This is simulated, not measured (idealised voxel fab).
Herein follows the process module entitled voxel released beams.
Displayed cross-section: cut, width of 285 nm, square cells sized 5 nm.
How to read a cross-section here: the picture is a grid of square cells, written as bands going from the top down, and any band can span one or more rows of cells.
Heads up on the band format: heights come first, top then bottom, in nm. After that it's the materials left to right, each with its width in nm. A single material flagged "throughout" fills the whole band edge to edge, and "blank" means there's empty space there.
Basically, 0 is our baseline, since under it the wafer straight out of the box is all one material. The bottom band has no lower end and keeps on going down, so it looks like "from 0 down".
So if you see something like "30..40" for the width, read it as the top row of the band sitting at the first number and the bottom row at the second, with every row in between moving by the same amount as the last.
"all unchanged" (step): cross-section cells unchanged, all of them.
In "Sealed internal voids" the enclosed voids are listed, meaning empty spaces of 8 cells or larger without any opening to the top. The form is width x height at distance, distance from the left edge, units nm.
Read whatever lies past the settings on a step's line as the simulator's own remark about the step.
"overlay nm", when on a step's line for a step with a mask, measures how far to the right of its planned place the mask lay; a negative measure means to the left.

Process steps foreseen in the plan
1) op RECEIVE | material Si
2) op CONFORMAL_DEP | material SiN | thk nm 5
3) op DIRECTIONAL_DEP | material SiO2 | thk nm 10
4) op PATTERN | tone open | mask id ANCHOR | material resist | width nm 30 | thk nm 15 | overlay nm 0
5) op DIRECTIONAL_ETCH | etch materials SiO2 | depth nm 20
6) op STRIP | etch materials resist
7) op CONFORMAL_DEP | material TiN | thk nm 10
8) op DIRECTIONAL_DEP | material aC | thk nm 10
9) op PATTERN | tone cover | mask id BEAM | material resist | width nm 110 | thk nm 25 | overlay nm 0
10) op DIRECTIONAL_ETCH | etch materials aC | depth nm 10
11) op STRIP | etch materials resist
12) op DIRECTIONAL_ETCH | etch materials TiN | depth nm 10
13) op STRIP | etch materials aC
14) op STRIP | etch materials SiO2
Every wafer here starts from the same state; it is the step 3 thk nm that distinguishes them, and the value the plan gives belongs to the first wafer.

First wafer of several, as received: cross-section after step 1
    from 0 down  Si throughout
    Sealed internal voids: none

Note: the following table is arranged by wafer, a row apiece. Each row reports the end-of-module state: per material, cells gained (+) or cells lost (-) compared with the wafer as received; closed voids follow
thk nm 10; +57 SiN; +52 TiN; Sealed internal voids: none
thk nm 15; +57 SiN; +56 TiN; Sealed internal voids: none
thk nm 20; +57 SiN; +60 TiN; Sealed internal voids: none
thk nm 25; +57 SiN; Sealed internal voids: none
thk nm 30; +57 SiN; Sealed internal voids: none
thk nm 35; +57 SiN; Sealed internal voids: none
